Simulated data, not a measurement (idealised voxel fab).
A process module follows: voxel gate over fins.
Cross-section cut spans 275 nm and uses square cells 5 nm in size.
We lay out every cross-section as a grid of square cells and spell it out in bands from the top down, where one band means one or more rows of cells.
Heads up on the band format: heights come first, top then bottom, in nm. After that it's the materials left to right, each with its width in nm. A single material flagged "everywhere" fills the whole band edge to edge, and "blank" means there's empty space there.
For the purposes of this specification, 0 denotes the height below which the wafer in its as-received condition is composed wholly of one material, and the lowermost band, lacking a lower limit, extends downward without end, as expressed in "from 0 down".
A width given as "30..40" starts at the first number in the band's top row and ends at the second number in its bottom row, shifting by an equal amount at every step from row to row.
For the purposes of this document, the phrase "remained unchanged" attached to a step denotes that no cell within the cross-section was modified by that step.
If an empty space has no open way to the top and is at least 8 cells in size, "Sealed-off cavities" lists it, written width x height at distance, where distance is measured from the left edge and every value is in nm.
Where a step's line continues beyond its settings, the continuation is a remark by the simulator itself on that step.
You can add "overlay nm" to a step's line. For a step with a mask, it describes how far the mask lay to the right of its planned position, and a negative number describes a lay to the left.
Structure of the following material. The material consists of pairs of cross-sections. Each pair comprises the cross-section before one process step and the cross-section after that step, the latter shown only down to the lowest band that changed. The step between the cross-sections is specified beneath each pair, including its settings. Pairs are not necessarily consecutive: they may derive from different runs of this module performed on the same starting wafer. Continuity with the pair above is to be assumed only where the entry headed "Pre-step view" of the pair in question states it.
# Pre-step view
- from 60 to 25  105 resist, then 15 blank, then 35 resist, then 15 blank, then 105 resist
- from 25 to 10  aC everywhere
- from 10 to 0  SiN everywhere
- from 0 down  Si everywhere
- Sealed-off cavities: none
# Sectional Result
- from 45 to 25  105 resist, then 15 blank, then 35 resist, then 15 blank, then 105 resist
- from 25 to 10  105 aC, then 15 blank, then 35 aC, then 15 blank, then 105 aC
- below 10: unchanged
- Sealed-off cavities: none
Quick note on the step between the two cross-sections above: DIRECTIONAL_ETCH [etch materials aC] [depth nm 15]
Pre-step view: the cross-section after the pair above
# Sectional Result
- from 25 to 10  105 aC, then 15 blank, then 35 aC, then 15 blank, then 105 aC
- below 10: unchanged
- Sealed-off cavities: none
Quick note on the step between the two cross-sections above: STRIP [etch materials resist]
Pre-step view: the cross-section after the pair above
# Sectional Result
- from 25 to 10  105 aC, then 15 blank, then 35 aC, then 15 blank, then 105 aC
- from 10 to 0  105 SiN, then 15 blank, then 35 SiN, then 15 blank, then 105 SiN
- below 0: unchanged
- Sealed-off cavities: none
Quick note on the step between the two cross-sections above: DIRECTIONAL_ETCH [etch materials SiN] [depth nm 10]
Pre-step view: the cross-section after the pair above
# Sectional Result
- from 25 to 10  105 aC, then 15 blank, then 35 aC, then 15 blank, then 105 aC
- from 10 to 0  105 SiN, then 15 blank, then 35 SiN, then 15 blank, then 105 SiN
- from 0 to -40  105 Si, then 15 blank, then 35 Si, then 15 blank, then 105 Si
- below -40: unchanged
- Sealed-off cavities: none
Quick note on the step between the two cross-sections above: DIRECTIONAL_ETCH [etch materials Si] [depth nm 40]
Pre-step view: the cross-section after the pair above
# Sectional Result
- from 10 to 0  105 SiN, then 15 blank, then 35 SiN, then 15 blank, then 105 SiN
- below 0: unchanged
- Sealed-off cavities: none
Quick note on the step between the two cross-sections above: STRIP [etch materials aC]
Pre-step view: the cross-section after the pair above
# Sectional Result
- from 10 to 0  105 SiN, then 15 blank, then 35 SiN, then 15 blank, then 105 SiN
- from 0 to -40  100 Si, then 5 SiO2, then 15 blank, then 5 SiO2, then 25 Si, then 5 SiO2, then 15 blank, then 5 SiO2, then 100 Si
- from -40 to -45  100 Si, then 25 SiO2, then 25 Si, then 25 SiO2, then 100 Si
- below -45: unchanged
- Sealed-off cavities: none
Quick note on the step between the two cross-sections above: OXIDIZE [depth nm 5]
Pre-step view: the cross-section after the pair above
# Sectional Result
- from 25 to 10  SiO2 everywhere
- from 10 to 0  105 SiN, then 15 SiO2, then 35 SiN, then 15 SiO2, then 105 SiN
- from 0 to -45  100 Si, then 25 SiO2, then 25 Si, then 25 SiO2, then 100 Si
- below -45: unchanged
- Sealed-off cavities: none
Quick note on the step between the two cross-sections above: FILL_DEP [material SiO2] [thk nm 15]
Pre-step view: the cross-section after the pair above
# Sectional Result
- from 10 to 0  105 SiN, then 15 SiO2, then 35 SiN, then 15 SiO2, then 105 SiN
- below 0: unchanged
- Sealed-off cavities: none
Quick note on the step between the two cross-sections above: CMP [height nm 10]
Pre-step view: the cross-section after the pair above
# Sectional Result
- from 15 to 10  TiN everywhere
- below 10: unchanged
- Sealed-off cavities: none
Quick note on the step between the two cross-sections above: CONFORMAL_DEP [material TiN] [thk nm 5]
Pre-step view: the cross-section after the pair above
# Sectional Result
- from 25 to 15  W everywhere
- below 15: unchanged
- Sealed-off cavities: none
Quick note on the step between the two cross-sections above: FILL_DEP [material W] [thk nm 10]
Pre-step view: the cross-section after the pair above
# Sectional Result
- from 10 to 0  105 SiN, then 15 SiO2, then 35 SiN, then 15 SiO2, then 105 SiN
- below 0: unchanged
- Sealed-off cavities: none
Quick note on the step between the two cross-sections above: CMP [height nm 10]
Pre-step view: the cross-section after the pair above
# Sectional Result
- from 15 to 10  SiO2 everywhere
- below 10: unchanged
- Sealed-off cavities: none
Quick note on the step between the two cross-sections above: FILL_DEP [material SiO2] [thk nm 5]
Pre-step view: the cross-section after the pair above
# Sectional Result
- from 10 to 0  105 SiN, then 15 SiO2, then 35 SiN, then 15 SiO2, then 105 SiN
- below 0: unchanged
- Sealed-off cavities: none
Quick note on the step between the two cross-sections above: CMP [height nm 10]
Pre-step view: the cross-section after the pair above
# Sectional Result
- from 10 to 0  105 SiN, then 15 blank, then 35 SiN, then 15 blank, then 105 SiN
- from 0 to -10  100 Si, then 25 blank, then 25 Si, then 25 blank, then 100 Si
- below -10: unchanged
- Sealed-off cavities: none
Quick note on the step between the two cross-sections above: SELECTIVE_ETCH [etch materials SiO2] [depth nm 20]
Pre-step view: the cross-section after the pair above
# Sectional Result
- from 0 to -10  100 Si, then 25 blank, then 25 Si, then 25 blank, then 100 Si
- below -10: unchanged
- Sealed-off cavities: none
Quick note on the step between the two cross-sections above: STRIP [etch materials SiN]
Pre-step view: the cross-section after the pair above
# Sectional Result
- from 5 to 0  105 HfO2, then 15 blank, then 35 HfO2, then 15 blank, then 105 HfO2
- from 0 to -5  100 Si, then 5 HfO2, then 15 blank, then 5 HfO2, then 25 Si, then 5 HfO2, then 15 blank, then 5 HfO2, then 100 Si
- from -5 to -10  100 Si, then 25 HfO2, then 25 Si, then 25 HfO2, then 100 Si
- below -10: unchanged
- Sealed-off cavities: none
Quick note on the step between the two cross-sections above: CONFORMAL_DEP [material HfO2] [thk nm 5]
Pre-step view: the cross-section after the pair above
# Sectional Result
- from 10 to 5  110 TiN, then 5 blank, then 45 TiN, then 5 blank, then 110 TiN
- from 5 to 0  105 HfO2, then 5 TiN, then 5 blank, then 5 TiN, then 35 HfO2, then 5 TiN, then 5 blank, then 5 TiN, then 105 HfO2
- from 0 to -5  100 Si, then 5 HfO2, then 15 TiN, then 5 HfO2, then 25 Si, then 5 HfO2, then 15 TiN, then 5 HfO2, then 100 Si
- below -5: unchanged
- Sealed-off cavities: none
Quick note on the step between the two cross-sections above: CONFORMAL_DEP [material TiN] [thk nm 5]
Pre-step view: the cross-section after the pair above
# Sectional Result
- from 15 to 10  TiAl everywhere
- from 10 to 5  110 TiN, then 5 TiAl, then 45 TiN, then 5 TiAl, then 110 TiN
- from 5 to 0  105 HfO2, then 5 TiN, then 5 TiAl, then 5 TiN, then 35 HfO2, then 5 TiN, then 5 TiAl, then 5 TiN, then 105 HfO2
- below 0: unchanged
- Sealed-off cavities: none
Quick note on the step between the two cross-sections above: CONFORMAL_DEP [material TiAl] [thk nm 5]
Pre-step view: the cross-section after the pair above
# Sectional Result
- from 20 to 15  TiN everywhere
- below 15: unchanged
- Sealed-off cavities: none
Quick note on the step between the two cross-sections above: CONFORMAL_DEP [material TiN] [thk nm 5]
Pre-step view: the cross-section after the pair above
# Sectional Result
- from 35 to 20  W everywhere
- below 20: unchanged
- Sealed-off cavities: none
Quick note on the step between the two cross-sections above: FILL_DEP [material W] [thk nm 15]
Pre-step view: the cross-section after the pair above
# Sectional Result
- from 30 to 20  W everywhere
- below 20: unchanged
- Sealed-off cavities: none
Quick note on the step between the two cross-sections above: CMP [height nm 30]
Pre-step view: the cross-section after the pair above
# Sectional Result
- from 40 to 30  SiCN everywhere
- below 30: unchanged
- Sealed-off cavities: none
Quick note on the step between the two cross-sections above: CONFORMAL_DEP [material SiCN] [thk nm 10]
